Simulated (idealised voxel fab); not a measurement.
This is a process module. Its name is voxel air gaps.
FYI the section here is cut, 175 nm wide, cells are 5 nm squares.
In this document a cross-section is written as a grid of square cells. It is given as a series of bands, listed from the top down, and a band is one or more rows of cells.
What a band's entry tells you: where the top is and where the bottom is, as heights in nm, and after that what lies inside, material by material from left to right, each with its width in nm. Empty space is written as the word "empty", and a single material marked with the word "all across" occupies the band from edge to edge.
Convention: height 0 is the level below which the wafer, as received, is all one material. The lowest band does not terminate at the bottom but continues downward, represented as "0 down".
You'd read "30->40" like this: the band's top row of cells is as wide as the first number, its bottom row is as wide as the second, and going down, every row changes width by the same amount as the row before did.
Key: "changes: none" - step with no changed cell in the cross-section.
This entry, "Completely sealed voids", enumerates those empty regions of no fewer than 8 cells that possess no open connection to the top. Each region is reported in the form width x height at distance, the distance being taken from the left edge, with all three quantities expressed in nm.
Formally, on a step line, whatever follows the settings is a remark that the simulator itself makes on the step.
overlay nm: step with mask; distance mask lay right of planned place; negative value = left of planned place.

List of planned process steps
1,RECEIVE [material Si]
2,CONFORMAL_DEP [material SiO2] [thk nm 10]
3,CONFORMAL_DEP [material SiN] [thk nm 5]
4,DIRECTIONAL_DEP [material SiO2] [thk nm 35]
5,DIRECTIONAL_DEP [material aC] [thk nm 5]
6,PATTERN [tone open] [mask id LINES] [material resist] [width nm 25] [pitch nm 50] [thk nm 30] [overlay nm 0]
7,DIRECTIONAL_ETCH [etch materials aC] [depth nm 15]
8,STRIP [etch materials resist]
9,DIRECTIONAL_ETCH [etch materials SiO2] [depth nm 35]
10,STRIP [etch materials aC]
11,CONFORMAL_DEP [material TiN] [thk nm 5]
12,FILL_DEP [material Cu] [thk nm 5]
13,CMP [height nm 50]
14,EPI [material Ru] [thk nm 10]
15,SELECTIVE_ETCH [etch materials SiO2] [depth nm 45]
16,CONFORMAL_DEP [material SiN] [thk nm 5]
All wafers enter the flow in the same state. The thk nm at step 5 differs from wafer to wafer, and the plan gives the value for the first wafer.

Cross-section of the first of several received wafers, showing its state after step 1
    0 down: Si all across
    Completely sealed voids: none

First wafer of several, cross-section, module end, after step 16 (last)
    65 to 60: 10 nm empty | 155 nm SiN | 10 nm empty
    60 to 50: 10 nm empty | 5 nm SiN | 45 nm Ru | 5 nm SiN | 45 nm Ru | 5 nm SiN | 45 nm Ru | 5 nm SiN | 10 nm empty
    50 to 45: 10 nm empty | 15 nm SiN | 5 nm TiN | 15 nm Cu | 5 nm TiN | 25 nm SiN | 5 nm TiN | 15 nm Cu | 5 nm TiN | 25 nm SiN | 5 nm TiN | 15 nm Cu | 5 nm TiN | 15 nm SiN | 10 nm empty
    45 to 20: 20 nm empty | 5 nm SiN | 5 nm TiN | 15 nm Cu | 5 nm TiN | 5 nm SiN | 15 nm empty | 5 nm SiN | 5 nm TiN | 15 nm Cu | 5 nm TiN | 5 nm SiN | 15 nm empty | 5 nm SiN | 5 nm TiN | 15 nm Cu | 5 nm TiN | 5 nm SiN | 20 nm empty
    20 to 15: 25 nm SiN | 25 nm TiN | 25 nm SiN | 25 nm TiN | 25 nm SiN | 25 nm TiN | 25 nm SiN
    15 to 10: SiN all across
    10 to 0: SiO2 all across
    0 down: Si all across
    Completely sealed voids: 15 x 25 at 55; 15 x 25 at 105

A cross-section through the last wafer at the close of the module
    20 to 10: SiN all across
    10 to 0: SiO2 all across
    0 down: Si all across
    Completely sealed voids: none

For your reference, the table is organized with a row per wafer; each row reflects the wafer at the end of the module, indicating for each material the cells gained (+) or lost (-) since receipt, and thereafter its closed voids
thk nm 5 | +54 Cu | +54 Ru | +140 SiN | +70 SiO2 | +51 TiN | Completely sealed voids: 15 x 25 at 55; 15 x 25 at 105
thk nm 10 | +54 Cu | +54 Ru | +140 SiN | +70 SiO2 | +51 TiN | Completely sealed voids: 15 x 25 at 55; 15 x 25 at 105
thk nm 15 | +54 Cu | +54 Ru | +140 SiN | +70 SiO2 | +51 TiN | Completely sealed voids: 15 x 25 at 55; 15 x 25 at 105
thk nm 20 | +70 SiN | +70 SiO2 | Completely sealed voids: none
thk nm 25 | +70 SiN | +70 SiO2 | Completely sealed voids: none
thk nm 30 | +70 SiN | +70 SiO2 | Completely sealed voids: none
